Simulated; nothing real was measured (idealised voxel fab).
The document below concerns the process module designated voxel capacitor over wiring.
Shown is cross-section cut, with a width of 155 nm and square cells of size 5 nm.
A cross-section is a grid of square cells, given in bands from the top down. A band is one or more rows of cells.
Quick guide to a band line: top height, bottom height (nm) up front; then every material left to right with its width in nm. Only one material and it's marked "throughout"? Then it fills the band edge to edge. And "empty" just means empty space.
Height datum 0, below which the as-received substrate wafer is one material. Lowest band open at the bottom, running downward: "0 -> down".
The notation "30->40" denotes a width that varies across the rows of cells in the band, beginning at the first number in the top row, finishing at the second number in the bottom row, and changing by an identical amount from each row to the next.
For the purposes of this document, the phrase "nothing was modified" attached to a step denotes that no cell within the cross-section was modified by that step.
Empty spaces without an open route to the top, at least 8 cells in extent, make up the entry "Trapped cavities"; each is given as width x height at distance, where the distance is measured from the left edge, and all are in nm.
On each step's line, the part that comes after the settings is the simulator's own comment on the step.
overlay nm: mask offset rightward from planned place, masked step; negative means leftward offset.
In what follows, pairs of cross-sections are presented, each taken before and after one process step, with the after cross-section shown only down to the lowest band that was altered; the step, together with its settings, is stated below the pair. The pairs may stem from different runs of this module on the same starting wafer; accordingly, a pair should be taken as continuing from the one above it solely where its entry headed "Prior to step" indicates as much.
[Prior to step]
> 60 -> 45  SiO2 30 nm, then empty 15 nm, then SiO2 110 nm
> 45 -> 40  SiCN 30 nm, then empty 15 nm, then SiCN 110 nm
> 40 -> 20  SiO2 25 nm, then TiN 5 nm, then Cu 10 nm, then TiN 5 nm, then SiO2 65 nm, then TiN 5 nm, then Cu 10 nm, then TiN 5 nm, then SiO2 25 nm
> 20 -> 15  SiO2 25 nm, then TiN 20 nm, then SiO2 65 nm, then TiN 20 nm, then SiO2 25 nm
> 15 -> 5  SiO2 throughout
> 5 -> 0  SiN throughout
> 0 -> down  Si throughout
> Trapped cavities: none
[Cross-Section After Step]
> 60 -> 50  SiO2 30 nm, then empty 15 nm, then SiO2 110 nm
> 50 -> 45  SiO2 30 nm, then Ru 15 nm, then SiO2 110 nm
> 45 -> 40  SiCN 30 nm, then Ru 15 nm, then SiCN 110 nm
> Everything below 40 is unchanged.
> Trapped cavities: none
Quick note on the step between the two cross-sections above: EPI | material Ru | thk nm 10
Prior to step: the pre-step structure is the one depicted after the step in the pair just above.
[Cross-Section After Step]
> 60 -> 45  SiO2 30 nm, then Ru 15 nm, then SiO2 110 nm
> Everything below 45 is unchanged.
> Trapped cavities: none
Quick note on the step between the two cross-sections above: EPI | material Ru | thk nm 10
Prior to step: the pre-step structure is the one depicted after the step in the pair just above.
[Cross-Section After Step]
> 70 -> 60  TiN throughout
> Everything below 60 is unchanged.
> Trapped cavities: none
Quick note on the step between the two cross-sections above: DIRECTIONAL_DEP | material TiN | thk nm 10
Prior to step: the pre-step structure is the one depicted after the step in the pair just above.
[Cross-Section After Step]
> 75 -> 70  SiN throughout
> Everything below 70 is unchanged.
> Trapped cavities: none
Quick note on the step between the two cross-sections above: DIRECTIONAL_DEP | material SiN | thk nm 5
Prior to step: the pre-step structure is the one depicted after the step in the pair just above.
[Cross-Section After Step]
> 80 -> 75  TiN throughout
> Everything below 75 is unchanged.
> Trapped cavities: none
Quick note on the step between the two cross-sections above: DIRECTIONAL_DEP | material TiN | thk nm 5
Prior to step: the pre-step structure is the one depicted after the step in the pair just above.
[Cross-Section After Step]
> 95 -> 80  empty 30 nm, then resist 70 nm, then empty 55 nm
> Everything below 80 is unchanged.
> Trapped cavities: none
Quick note on the step between the two cross-sections above: PATTERN | tone cover | mask id UPPER_PLATE | material resist | width nm 70 | thk nm 15 | overlay nm 0
Prior to step: the pre-step structure is the one depicted after the step in the pair just above.
[Cross-Section After Step]
> 95 -> 80  empty 30 nm, then resist 70 nm, then empty 55 nm
> 80 -> 75  empty 30 nm, then TiN 70 nm, then empty 55 nm
> Everything below 75 is unchanged.
> Trapped cavities: none
Quick note on the step between the two cross-sections above: DIRECTIONAL_ETCH | etch materials TiN | depth nm 5
Prior to step: the pre-step structure is the one depicted after the step in the pair just above.
[Cross-Section After Step]
> 95 -> 80  empty 30 nm, then resist 70 nm, then empty 55 nm
> 80 -> 75  empty 30 nm, then TiN 70 nm, then empty 55 nm
> 75 -> 70  empty 30 nm, then SiN 70 nm, then empty 55 nm
> Everything below 70 is unchanged.
> Trapped cavities: none
Quick note on the step between the two cross-sections above: DIRECTIONAL_ETCH | etch materials SiN | depth nm 5
Prior to step: the pre-step structure is the one depicted after the step in the pair just above.
[Cross-Section After Step]
> 80 -> 75  empty 30 nm, then TiN 70 nm, then empty 55 nm
> Everything below 75 is unchanged.
> Trapped cavities: none
Quick note on the step between the two cross-sections above: STRIP | etch materials resist
Prior to step: the pre-step structure is the one depicted after the step in the pair just above.
[Cross-Section After Step]
> 80 -> 75  empty 30 nm, then TiN 70 nm, then empty 55 nm
> 75 -> 70  empty 30 nm, then SiN 70 nm, then empty 55 nm
> 70 -> 60  empty 25 nm, then TiN 80 nm, then empty 50 nm
> Everything below 60 is unchanged.
> Trapped cavities: none
Quick note on the step between the two cross-sections above: MASKED_ETCH | tone cover | mask id LOWER_PLATE | width nm 80 | etch materials TiN | depth nm 10 | overlay nm 0
Prior to step: the pre-step structure is the one depicted after the step in the pair just above.
[Cross-Section After Step]
> 95 -> 80  SiO2 throughout
> 80 -> 75  SiO2 30 nm, then TiN 70 nm, then SiO2 55 nm
> 75 -> 70  SiO2 30 nm, then SiN 70 nm, then SiO2 55 nm
> 70 -> 60  SiO2 25 nm, then TiN 80 nm, then SiO2 50 nm
> Everything below 60 is unchanged.
> Trapped cavities: none
Quick note on the step between the two cross-sections above: FILL_DEP | material SiO2 | thk nm 15
Prior to step: the pre-step structure is the one depicted after the step in the pair just above.
[Cross-Section After Step]
> 90 -> 80  SiO2 throughout
> Everything below 80 is unchanged.
> Trapped cavities: none
Quick note on the step between the two cross-sections above: CMP | height nm 90
Prior to step: the pre-step structure is the one depicted after the step in the pair just above.
[Cross-Section After Step]
> 90 -> 80  SiO2 40 nm, then empty 15 nm, then SiO2 100 nm
> Everything below 80 is unchanged.
> Trapped cavities: none
Quick note on the step between the two cross-sections above: MASKED_ETCH | tone open | mask id PLUG_2 | width nm 15 | etch materials SiO2 | depth nm 10 | overlay nm 0
Prior to step: the pre-step structure is the one depicted after the step in the pair just above.
[Cross-Section After Step]
> 95 -> 90  TiN 45 nm, then empty 5 nm, then TiN 105 nm
> 90 -> 85  SiO2 40 nm, then TiN 5 nm, then empty 5 nm, then TiN 5 nm, then SiO2 100 nm
> 85 -> 75  SiO2 40->30 nm, then TiN 15->70 nm, then SiO2 100->55 nm
> Everything below 75 is unchanged.
> Trapped cavities: none
Quick note on the step between the two cross-sections above: CONFORMAL_DEP | material TiN | thk nm 5
Prior to step: the pre-step structure is the one depicted after the step in the pair just above.
[Cross-Section After Step]
> 105 -> 95  Ru throughout
> 95 -> 90  TiN 45 nm, then Ru 5 nm, then TiN 105 nm
> 90 -> 85  SiO2 40 nm, then TiN 5 nm, then Ru 5 nm, then TiN 5 nm, then SiO2 100 nm
> Everything below 85 is unchanged.
> Trapped cavities: none
Quick note on the step between the two cross-sections above: FILL_DEP | material Ru | thk nm 10
Prior to step: the pre-step structure is the one depicted after the step in the pair just above.
[Cross-Section After Step]
> 90 -> 85  SiO2 40 nm, then TiN 5 nm, then Ru 5 nm, then TiN 5 nm, then SiO2 100 nm
> Everything below 85 is unchanged.
> Trapped cavities: none
Quick note on the step between the two cross-sections above: CMP | height nm 90
Prior to step: the pre-step structure is the one depicted after the step in the pair just above.
[Cross-Section After Step]
> 95 -> 90  SiCN throughout
> Everything below 90 is unchanged.
> Trapped cavities: none
Quick note on the step between the two cross-sections above: CONFORMAL_DEP | material SiCN | thk nm 5
[Prior to step]
> 0 -> down  Si throughout
> Trapped cavities: none
[Cross-Section After Step]
> 5 -> 0  SiO2 throughout
> Everything below 0 is unchanged.
> Trapped cavities: none
Quick note on the step between the two cross-sections above: CONFORMAL_DEP | material SiO2 | thk nm 5
Prior to step: the pre-step structure is the one depicted after the step in the pair just above.
[Cross-Section After Step]
> 10 -> 5  SiN throughout
> Everything below 5 is unchanged.
> Trapped cavities: none
Quick note on the step between the two cross-sections above: CONFORMAL_DEP | material SiN | thk nm 5
Prior to step: the pre-step structure is the one depicted after the step in the pair just above.
[Cross-Section After Step]
> 35 -> 10  SiO2 throughout
> Everything below 10 is unchanged.
> Trapped cavities: none
Quick note on the step between the two cross-sections above: DIRECTIONAL_DEP | material SiO2 | thk nm 25
Prior to step: the pre-step structure is the one depicted after the step in the pair just above.
[Cross-Section After Step]
> 50 -> 35  aC throughout
> Everything below 35 is unchanged.
> Trapped cavities: none
Quick note on the step between the two cross-sections above: DIRECTIONAL_DEP | material aC | thk nm 15
Prior to step: the pre-step structure is the one depicted after the step in the pair just above.
[Cross-Section After Step]
> 80 -> 50  resist 25 nm, then empty 20 nm, then resist 65 nm, then empty 20 nm, then resist 25 nm
> Everything below 50 is unchanged.
> Trapped cavities: none
Quick note on the step between the two cross-sections above: PATTERN | tone open | mask id METAL_1 | material resist | width nm 20 | pitch nm 85 | thk nm 30 | overlay nm 0
Prior to step: the pre-step structure is the one depicted after the step in the pair just above.
[Cross-Section After Step]
> 65 -> 50  resist 25 nm, then empty 20 nm, then resist 65 nm, then empty 20 nm, then resist 25 nm
> 50 -> 35  aC 25 nm, then empty 20 nm, then aC 65 nm, then empty 20 nm, then aC 25 nm
> Everything below 35 is unchanged.
> Trapped cavities: none
Quick note on the step between the two cross-sections above: DIRECTIONAL_ETCH | etch materials aC | depth nm 15
Prior to step: the pre-step structure is the one depicted after the step in the pair just above.
[Cross-Section After Step]
> 50 -> 35  aC 25 nm, then empty 20 nm, then aC 65 nm, then empty 20 nm, then aC 25 nm
> Everything below 35 is unchanged.
> Trapped cavities: none
Quick note on the step between the two cross-sections above: STRIP | etch materials resist
Prior to step: the pre-step structure is the one depicted after the step in the pair just above.
[Cross-Section After Step]
> 50 -> 35  aC 25 nm, then empty 20 nm, then aC 65 nm, then empty 20 nm, then aC 25 nm
> 35 -> 10  SiO2 25 nm, then empty 20 nm, then SiO2 65 nm, then empty 20 nm, then SiO2 25 nm
> Everything below 10 is unchanged.
> Trapped cavities: none
Quick note on the step between the two cross-sections above: DIRECTIONAL_ETCH | etch materials SiO2 | depth nm 25
Prior to step: the pre-step structure is the one depicted after the step in the pair just above.
[Cross-Section After Step]
> 50 -> 35  aC 25 nm, then empty 20 nm, then aC 65 nm, then empty 20 nm, then aC 25 nm
> 35 -> 10  SiO2 25 nm, then empty 20 nm, then SiO2 65 nm, then empty 20 nm, then SiO2 25 nm
> 10 -> 5  SiN 25 nm, then empty 20 nm, then SiN 65 nm, then empty 20 nm, then SiN 25 nm
> Everything below 5 is unchanged.
> Trapped cavities: none
Quick note on the step between the two cross-sections above: DIRECTIONAL_ETCH | etch materials SiN | depth nm 5
Prior to step: the pre-step structure is the one depicted after the step in the pair just above.
[Cross-Section After Step]
> 35 -> 10  SiO2 25 nm, then empty 20 nm, then SiO2 65 nm, then empty 20 nm, then SiO2 25 nm
> Everything below 10 is unchanged.
> Trapped cavities: none
Quick note on the step between the two cross-sections above: STRIP | etch materials aC
Prior to step: the pre-step structure is the one depicted after the step in the pair just above.
[Cross-Section After Step]
> 40 -> 35  TiN 30 nm, then empty 10 nm, then TiN 75 nm, then empty 10 nm, then TiN 30 nm
> 35 -> 10  SiO2 25 nm, then TiN 5 nm, then empty 10 nm, then TiN 5 nm, then SiO2 65 nm, then TiN 5 nm, then empty 10 nm, then TiN 5 nm, then SiO2 25 nm
> 10 -> 5  SiN 25 nm, then TiN 20 nm, then SiN 65 nm, then TiN 20 nm, then SiN 25 nm
> Everything below 5 is unchanged.
> Trapped cavities: none
Quick note on the step between the two cross-sections above: CONFORMAL_DEP | material TiN | thk nm 5
Prior to step: the pre-step structure is the one depicted after the step in the pair just above.
[Cross-Section After Step]
> 45 -> 40  Cu throughout
> 40 -> 35  TiN 30 nm, then Cu 10 nm, then TiN 75 nm, then Cu 10 nm, then TiN 30 nm
> 35 -> 10  SiO2 25 nm, then TiN 5 nm, then Cu 10 nm, then TiN 5 nm, then SiO2 65 nm, then TiN 5 nm, then Cu 10 nm, then TiN 5 nm, then SiO2 25 nm
> Everything below 10 is unchanged.
> Trapped cavities: none
Quick note on the step between the two cross-sections above: FILL_DEP | material Cu | thk nm 5
Prior to step: the pre-step structure is the one depicted after the step in the pair just above.
[Cross-Section After Step]
> 40 -> 35  TiN 30 nm, then Cu 10 nm, then TiN 75 nm, then Cu 10 nm, then TiN 30 nm
> Everything below 35 is unchanged.
> Trapped cavities: none
Quick note on the step between the two cross-sections above: CMP | height nm 40
Prior to step: the pre-step structure is the one depicted after the step in the pair just above.
[Cross-Section After Step]
> 45 -> 40  SiCN throughout
> Everything below 40 is unchanged.
> Trapped cavities: none
Quick note on the step between the two cross-sections above: CONFORMAL_DEP | material SiCN | thk nm 5
Prior to step: the pre-step structure is the one depicted after the step in the pair just above.
[Cross-Section After Step]
> 60 -> 45  SiO2 throughout
> Everything below 45 is unchanged.
> Trapped cavities: none
Quick note on the step between the two cross-sections above: DIRECTIONAL_DEP | material SiO2 | thk nm 15
Prior to step: the pre-step structure is the one depicted after the step in the pair just above.
[Cross-Section After Step]
> 75 -> 60  aC throughout
> Everything below 60 is unchanged.
> Trapped cavities: none
Quick note on the step between the two cross-sections above: DIRECTIONAL_DEP | material aC | thk nm 15
Prior to step: the pre-step structure is the one depicted after the step in the pair just above.
[Cross-Section After Step]
> 105 -> 75  resist 30 nm, then empty 15 nm, then resist 110 nm
> Everything below 75 is unchanged.
> Trapped cavities: none
Quick note on the step between the two cross-sections above: PATTERN | tone open | mask id PLUG_1 | material resist | width nm 15 | thk nm 30 | overlay nm 0
Prior to step: the pre-step structure is the one depicted after the step in the pair just above.
[Cross-Section After Step]
> 90 -> 75  resist 30 nm, then empty 15 nm, then resist 110 nm
> 75 -> 60  aC 30 nm, then empty 15 nm, then aC 110 nm
> Everything below 60 is unchanged.
> Trapped cavities: none
Quick note on the step between the two cross-sections above: DIRECTIONAL_ETCH | etch materials aC | depth nm 15
Prior to step: the pre-step structure is the one depicted after the step in the pair just above.
[Cross-Section After Step]
> 75 -> 60  aC 30 nm, then empty 15 nm, then aC 110 nm
> Everything below 60 is unchanged.
> Trapped cavities: none
Quick note on the step between the two cross-sections above: STRIP | etch materials resist
Prior to step: the pre-step structure is the one depicted after the step in the pair just above.
[Cross-Section After Step]
> 75 -> 60  aC 30 nm, then empty 15 nm, then aC 110 nm
> 60 -> 45  SiO2 30 nm, then empty 15 nm, then SiO2 110 nm
> Everything below 45 is unchanged.
> Trapped cavities: none
Quick note on the step between the two cross-sections above: DIRECTIONAL_ETCH | etch materials SiO2 | depth nm 15
Prior to step: the pre-step structure is the one depicted after the step in the pair just above.
[Cross-Section After Step]
> 75 -> 60  aC 30 nm, then empty 15 nm, then aC 110 nm
> 60 -> 45  SiO2 30 nm, then empty 15 nm, then SiO2 110 nm
> 45 -> 40  SiCN 30 nm, then empty 15 nm, then SiCN 110 nm
> Everything below 40 is unchanged.
> Trapped cavities: none
Quick note on the step between the two cross-sections above: DIRECTIONAL_ETCH | etch materials SiCN | depth nm 5
Prior to step: the pre-step structure is the one depicted after the step in the pair just above.
[Cross-Section After Step]
> 60 -> 45  SiO2 30 nm, then empty 15 nm, then SiO2 110 nm
> Everything below 45 is unchanged.
> Trapped cavities: none
Quick note on the step between the two cross-sections above: STRIP | etch materials aC
Prior to step: the pre-step structure is the one depicted after the step in the pair just above.
[Cross-Section After Step]
> 60 -> 50  SiO2 30 nm, then empty 15 nm, then SiO2 110 nm
> 50 -> 45  SiO2 30 nm, then Ru 15 nm, then SiO2 110 nm
> 45 -> 40  SiCN 30 nm, then Ru 15 nm, then SiCN 110 nm
> Everything below 40 is unchanged.
> Trapped cavities: none
Quick note on the step between the two cross-sections above: EPI | material Ru | thk nm 10
Prior to step: the pre-step structure is the one depicted after the step in the pair just above.
[Cross-Section After Step]
> 60 -> 45  SiO2 30 nm, then Ru 15 nm, then SiO2 110 nm
> Everything below 45 is unchanged.
> Trapped cavities: none
Quick note on the step between the two cross-sections above: EPI | material Ru | thk nm 10
Prior to step: the pre-step structure is the one depicted after the step in the pair just above.
[Cross-Section After Step]
> 70 -> 60  TiN throughout
> Everything below 60 is unchanged.
> Trapped cavities: none
Quick note on the step between the two cross-sections above: DIRECTIONAL_DEP | material TiN | thk nm 10
Prior to step: the pre-step structure is the one depicted after the step in the pair just above.
[Cross-Section After Step]
> 75 -> 70  SiN throughout
> Everything below 70 is unchanged.
> Trapped cavities: none
Quick note on the step between the two cross-sections above: DIRECTIONAL_DEP | material SiN | thk nm 5
Prior to step: the pre-step structure is the one depicted after the step in the pair just above.
[Cross-Section After Step]
> 80 -> 75  TiN throughout
> Everything below 75 is unchanged.
> Trapped cavities: none
Quick note on the step between the two cross-sections above: DIRECTIONAL_DEP | material TiN | thk nm 5
Prior to step: the pre-step structure is the one depicted after the step in the pair just above.
[Cross-Section After Step]
> 95 -> 80  empty 30 nm, then resist 70 nm, then empty 55 nm
> Everything below 80 is unchanged.
> Trapped cavities: none
Quick note on the step between the two cross-sections above: PATTERN | tone cover | mask id UPPER_PLATE | material resist | width nm 70 | thk nm 15 | overlay nm 0
Prior to step: the pre-step structure is the one depicted after the step in the pair just above.
[Cross-Section After Step]
> 95 -> 80  empty 30 nm, then resist 70 nm, then empty 55 nm
> 80 -> 75  empty 30 nm, then TiN 70 nm, then empty 55 nm
> Everything below 75 is unchanged.
> Trapped cavities: none
Quick note on the step between the two cross-sections above: DIRECTIONAL_ETCH | etch materials TiN | depth nm 5
Prior to step: the pre-step structure is the one depicted after the step in the pair just above.
[Cross-Section After Step]
> 95 -> 80  empty 30 nm, then resist 70 nm, then empty 55 nm
> 80 -> 75  empty 30 nm, then TiN 70 nm, then empty 55 nm
> 75 -> 70  empty 30 nm, then SiN 70 nm, then empty 55 nm
> Everything below 70 is unchanged.
> Trapped cavities: none
Quick note on the step between the two cross-sections above: DIRECTIONAL_ETCH | etch materials SiN | depth nm 5
Prior to step: the pre-step structure is the one depicted after the step in the pair just above.
[Cross-Section After Step]
> 80 -> 75  empty 30 nm, then TiN 70 nm, then empty 55 nm
> Everything below 75 is unchanged.
> Trapped cavities: none
Quick note on the step between the two cross-sections above: STRIP | etch materials resist
Prior to step: the pre-step structure is the one depicted after the step in the pair just above.
[Cross-Section After Step]
> 80 -> 75  empty 30 nm, then TiN 70 nm, then empty 55 nm
> 75 -> 70  empty 30 nm, then SiN 70 nm, then empty 55 nm
> 70 -> 60  empty 25 nm, then TiN 80 nm, then empty 50 nm
> Everything below 60 is unchanged.
> Trapped cavities: none
Quick note on the step between the two cross-sections above: MASKED_ETCH | tone cover | mask id LOWER_PLATE | width nm 80 | etch materials TiN | depth nm 10 | overlay nm 0
Prior to step: the pre-step structure is the one depicted after the step in the pair just above.
[Cross-Section After Step]
> 95 -> 80  SiO2 throughout
> 80 -> 75  SiO2 30 nm, then TiN 70 nm, then SiO2 55 nm
> 75 -> 70  SiO2 30 nm, then SiN 70 nm, then SiO2 55 nm
> 70 -> 60  SiO2 25 nm, then TiN 80 nm, then SiO2 50 nm
> Everything below 60 is unchanged.
> Trapped cavities: none
Quick note on the step between the two cross-sections above: FILL_DEP | material SiO2 | thk nm 15
Prior to step: the pre-step structure is the one depicted after the step in the pair just above.
[Cross-Section After Step]
> 90 -> 80  SiO2 throughout
> Everything below 80 is unchanged.
> Trapped cavities: none
Quick note on the step between the two cross-sections above: CMP | height nm 90
Prior to step: the pre-step structure is the one depicted after the step in the pair just above.
[Cross-Section After Step]
> 90 -> 80  SiO2 40 nm, then empty 15 nm, then SiO2 100 nm
> Everything below 80 is unchanged.
> Trapped cavities: none
Quick note on the step between the two cross-sections above: MASKED_ETCH | tone open | mask id PLUG_2 | width nm 15 | etch materials SiO2 | depth nm 10 | overlay nm 0
Prior to step: the pre-step structure is the one depicted after the step in the pair just above.
[Cross-Section After Step]
> 95 -> 90  TiN 45 nm, then empty 5 nm, then TiN 105 nm
> 90 -> 85  SiO2 40 nm, then TiN 5 nm, then empty 5 nm, then TiN 5 nm, then SiO2 100 nm
> 85 -> 75  SiO2 40->30 nm, then TiN 15->70 nm, then SiO2 100->55 nm
> Everything below 75 is unchanged.
> Trapped cavities: none
Quick note on the step between the two cross-sections above: CONFORMAL_DEP | material TiN | thk nm 5
Prior to step: the pre-step structure is the one depicted after the step in the pair just above.
[Cross-Section After Step]
> 105 -> 95  Ru throughout
> 95 -> 90  TiN 45 nm, then Ru 5 nm, then TiN 105 nm
> 90 -> 85  SiO2 40 nm, then TiN 5 nm, then Ru 5 nm, then TiN 5 nm, then SiO2 100 nm
> Everything below 85 is unchanged.
> Trapped cavities: none
Quick note on the step between the two cross-sections above: FILL_DEP | material Ru | thk nm 10
Prior to step: the pre-step structure is the one depicted after the step in the pair just above.
[Cross-Section After Step]
> 90 -> 85  SiO2 40 nm, then TiN 5 nm, then Ru 5 nm, then TiN 5 nm, then SiO2 100 nm
> Everything below 85 is unchanged.
> Trapped cavities: none
Quick note on the step between the two cross-sections above: CMP | height nm 90
Prior to step: the pre-step structure is the one depicted after the step in the pair just above.
[Cross-Section After Step]
> 95 -> 90  SiCN throughout
> Everything below 90 is unchanged.
> Trapped cavities: none
Quick note on the step between the two cross-sections above: CONFORMAL_DEP | material SiCN | thk nm 5
[Prior to step]
> 90 -> 80  SiO2 throughout
> 80 -> 75  SiO2 30 nm, then TiN 70 nm, then SiO2 55 nm
> 75 -> 70  SiO2 30 nm, then SiN 70 nm, then SiO2 55 nm
> 70 -> 60  SiO2 25 nm, then TiN 80 nm, then SiO2 50 nm
> 60 -> 45  SiO2 30 nm, then Ru 15 nm, then SiO2 110 nm
> 45 -> 40  SiCN 30 nm, then Ru 15 nm, then SiCN 110 nm
> 40 -> 15  SiO2 25 nm, then TiN 5 nm, then Cu 10 nm, then TiN 5 nm, then SiO2 65 nm, then TiN 5 nm, then Cu 10 nm, then TiN 5 nm, then SiO2 25 nm
> 15 -> 10  SiN 25 nm, then TiN 20 nm, then SiN 65 nm, then TiN 20 nm, then SiN 25 nm
> 10 -> 0  SiO2 throughout
> 0 -> down  Si throughout
> Trapped cavities: none
[Cross-Section After Step]
> 90 -> 80  SiO2 35 nm, then empty 25 nm, then SiO2 95 nm
> Everything below 80 is unchanged.
> Trapped cavities: none
Quick note on the step between the two cross-sections above: MASKED_ETCH | tone open | mask id PLUG_2 | width nm 25 | etch materials SiO2 | depth nm 10 | overlay nm 0
Prior to step: the pre-step structure is the one depicted after the step in the pair just above.
[Cross-Section After Step]
> 95 -> 90  TiN 40 nm, then empty 15 nm, then TiN 100 nm
> 90 -> 85  SiO2 35 nm, then TiN 5 nm, then empty 15 nm, then TiN 5 nm, then SiO2 95 nm
> 85 -> 75  SiO2 35->30 nm, then TiN 25->70 nm, then SiO2 95->55 nm
> Everything below 75 is unchanged.
> Trapped cavities: none
Quick note on the step between the two cross-sections above: CONFORMAL_DEP | material TiN | thk nm 5
Prior to step: the pre-step structure is the one depicted after the step in the pair just above.
[Cross-Section After Step]
> 105 -> 95  Ru throughout
> 95 -> 90  TiN 40 nm, then Ru 15 nm, then TiN 100 nm
> 90 -> 85  SiO2 35 nm, then TiN 5 nm, then Ru 15 nm, then TiN 5 nm, then SiO2 95 nm
> Everything below 85 is unchanged.
> Trapped cavities: none
Quick note on the step between the two cross-sections above: FILL_DEP | material Ru | thk nm 10
Prior to step: the pre-step structure is the one depicted after the step in the pair just above.
[Cross-Section After Step]
> 90 -> 85  SiO2 35 nm, then TiN 5 nm, then Ru 15 nm, then TiN 5 nm, then SiO2 95 nm
> Everything below 85 is unchanged.
> Trapped cavities: none
Quick note on the step between the two cross-sections above: CMP | height nm 90
Prior to step: the pre-step structure is the one depicted after the step in the pair just above.
[Cross-Section After Step]
> 95 -> 90  SiCN throughout
> Everything below 90 is unchanged.
> Trapped cavities: none
Quick note on the step between the two cross-sections above: CONFORMAL_DEP | material SiCN | thk nm 5
[Prior to step]
> 80 -> 75  empty 30 nm, then TiN 70 nm, then empty 55 nm
> 75 -> 70  empty 30 nm, then SiN 70 nm, then empty 55 nm
> 70 -> 60  TiN throughout
> 60 -> 45  SiO2 30 nm, then Ru 15 nm, then SiO2 110 nm
> 45 -> 40  SiCN 30 nm, then Ru 15 nm, then SiCN 110 nm
> 40 -> 15  SiO2 25 nm, then TiN 5 nm, then Cu 10 nm, then TiN 5 nm, then SiO2 65 nm, then TiN 5 nm, then Cu 10 nm, then TiN 5 nm, then SiO2 25 nm
> 15 -> 10  SiN 25 nm, then TiN 20 nm, then SiN 65 nm, then TiN 20 nm, then SiN 25 nm
> 10 -> 0  SiO2 throughout
> 0 -> down  Si throughout
> Trapped cavities: none
[Cross-Section After Step]
> 80 -> 75  empty 30 nm, then TiN 70 nm, then empty 55 nm
> 75 -> 70  empty 30 nm, then SiN 70 nm, then empty 55 nm
> 70 -> 60  empty 30 nm, then TiN 80 nm, then empty 45 nm
> Everything below 60 is unchanged.
> Trapped cavities: none
Quick note on the step between the two cross-sections above: MASKED_ETCH | tone cover | mask id LOWER_PLATE | width nm 80 | etch materials TiN | depth nm 10 | overlay nm 5
Prior to step: the pre-step structure is the one depicted after the step in the pair just above.
[Cross-Section After Step]
> 95 -> 80  SiO2 throughout
> 80 -> 75  SiO2 30 nm, then TiN 70 nm, then SiO2 55 nm
> 75 -> 70  SiO2 30 nm, then SiN 70 nm, then SiO2 55 nm
> 70 -> 60  SiO2 30 nm, then TiN 80 nm, then SiO2 45 nm
> Everything below 60 is unchanged.
> Trapped cavities: none
Quick note on the step between the two cross-sections above: FILL_DEP | material SiO2 | thk nm 15
Prior to step: the pre-step structure is the one depicted after the step in the pair just above.
[Cross-Section After Step]
> 90 -> 80  SiO2 throughout
> Everything below 80 is unchanged.
> Trapped cavities: none
Quick note on the step between the two cross-sections above: CMP | height nm 90
Prior to step: the pre-step structure is the one depicted after the step in the pair just above.
[Cross-Section After Step]
> 90 -> 80  SiO2 40 nm, then empty 15 nm, then SiO2 100 nm
> Everything below 80 is unchanged.
> Trapped cavities: none
Quick note on the step between the two cross-sections above: MASKED_ETCH | tone open | mask id PLUG_2 | width nm 15 | etch materials SiO2 | depth nm 10 | overlay nm 0
Prior to step: the pre-step structure is the one depicted after the step in the pair just above.
[Cross-Section After Step]
> 95 -> 90  TiN 45 nm, then empty 5 nm, then TiN 105 nm
> 90 -> 85  SiO2 40 nm, then TiN 5 nm, then empty 5 nm, then TiN 5 nm, then SiO2 100 nm
> 85 -> 75  SiO2 40->30 nm, then TiN 15->70 nm, then SiO2 100->55 nm
> Everything below 75 is unchanged.
> Trapped cavities: none
Quick note on the step between the two cross-sections above: CONFORMAL_DEP | material TiN | thk nm 5
Prior to step: the pre-step structure is the one depicted after the step in the pair just above.
[Cross-Section After Step]
> 105 -> 95  Ru throughout
> 95 -> 90  TiN 45 nm, then Ru 5 nm, then TiN 105 nm
> 90 -> 85  SiO2 40 nm, then TiN 5 nm, then Ru 5 nm, then TiN 5 nm, then SiO2 100 nm
> Everything below 85 is unchanged.
> Trapped cavities: none
Quick note on the step between the two cross-sections above: FILL_DEP | material Ru | thk nm 10
Prior to step: the pre-step structure is the one depicted after the step in the pair just above.
[Cross-Section After Step]
> 90 -> 85  SiO2 40 nm, then TiN 5 nm, then Ru 5 nm, then TiN 5 nm, then SiO2 100 nm
> Everything below 85 is unchanged.
> Trapped cavities: none
Quick note on the step between the two cross-sections above: CMP | height nm 90
Prior to step: the pre-step structure is the one depicted after the step in the pair just above.
[Cross-Section After Step]
> 95 -> 90  SiCN throughout
> Everything below 90 is unchanged.
> Trapped cavities: none
Quick note on the step between the two cross-sections above: CONFORMAL_DEP | material SiCN | thk nm 5
[Prior to step]
> 45 -> 40  TiN 30 nm, then empty 10 nm, then TiN 75 nm, then empty 10 nm, then TiN 30 nm
> 40 -> 15  SiO2 25 nm, then TiN 5 nm, then empty 10 nm, then TiN 5 nm, then SiO2 65 nm, then TiN 5 nm, then empty 10 nm, then TiN 5 nm, then SiO2 25 nm
> 15 -> 10  SiN 25 nm, then TiN 20 nm, then SiN 65 nm, then TiN 20 nm, then SiN 25 nm
> 10 -> 0  SiO2 throughout
> 0 -> down  Si throughout
> Trapped cavities: none
[Cross-Section After Step]
> 50 -> 45  SiCN throughout
> 45 -> 40  TiN 30 nm, then SiCN 10 nm, then TiN 75 nm, then SiCN 10 nm, then TiN 30 nm
> 40 -> 15  SiO2 25 nm, then TiN 5 nm, then SiCN 10 nm, then TiN 5 nm, then SiO2 65 nm, then TiN 5 nm, then SiCN 10 nm, then TiN 5 nm, then SiO2 25 nm
> Everything below 15 is unchanged.
> Trapped cavities: none
Quick note on the step between the two cross-sections above: FILL_DEP | material SiCN | thk nm 5
Prior to step: the pre-step structure is the one depicted after the step in the pair just above.
[Cross-Section After Step]
> 40 -> 15  SiO2 25 nm, then TiN 5 nm, then SiCN 10 nm, then TiN 5 nm, then SiO2 65 nm, then TiN 5 nm, then SiCN 10 nm, then TiN 5 nm, then SiO2 25 nm
> Everything below 15 is unchanged.
> Trapped cavities: none
Quick note on the step between the two cross-sections above: CMP | height nm 40
Prior to step: the pre-step structure is the one depicted after the step in the pair just above.
[Cross-Section After Step]
> 45 -> 40  SiCN throughout
> Everything below 40 is unchanged.
> Trapped cavities: none
Quick note on the step between the two cross-sections above: CONFORMAL_DEP | material SiCN | thk nm 5
Prior to step: the pre-step structure is the one depicted after the step in the pair just above.
[Cross-Section After Step]
> 60 -> 45  SiO2 throughout
> Everything below 45 is unchanged.
> Trapped cavities: none
Quick note on the step between the two cross-sections above: DIRECTIONAL_DEP | material SiO2 | thk nm 15
Prior to step: the pre-step structure is the one depicted after the step in the pair just above.
[Cross-Section After Step]
> 75 -> 60  aC throughout
> Everything below 60 is unchanged.
> Trapped cavities: none
Quick note on the step between the two cross-sections above: DIRECTIONAL_DEP | material aC | thk nm 15
Prior to step: the pre-step structure is the one depicted after the step in the pair just above.
[Cross-Section After Step]
> 105 -> 75  resist 30 nm, then empty 15 nm, then resist 110 nm
> Everything below 75 is unchanged.
> Trapped cavities: none
Quick note on the step between the two cross-sections above: PATTERN | tone open | mask id PLUG_1 | material resist | width nm 15 | thk nm 30 | overlay nm 0
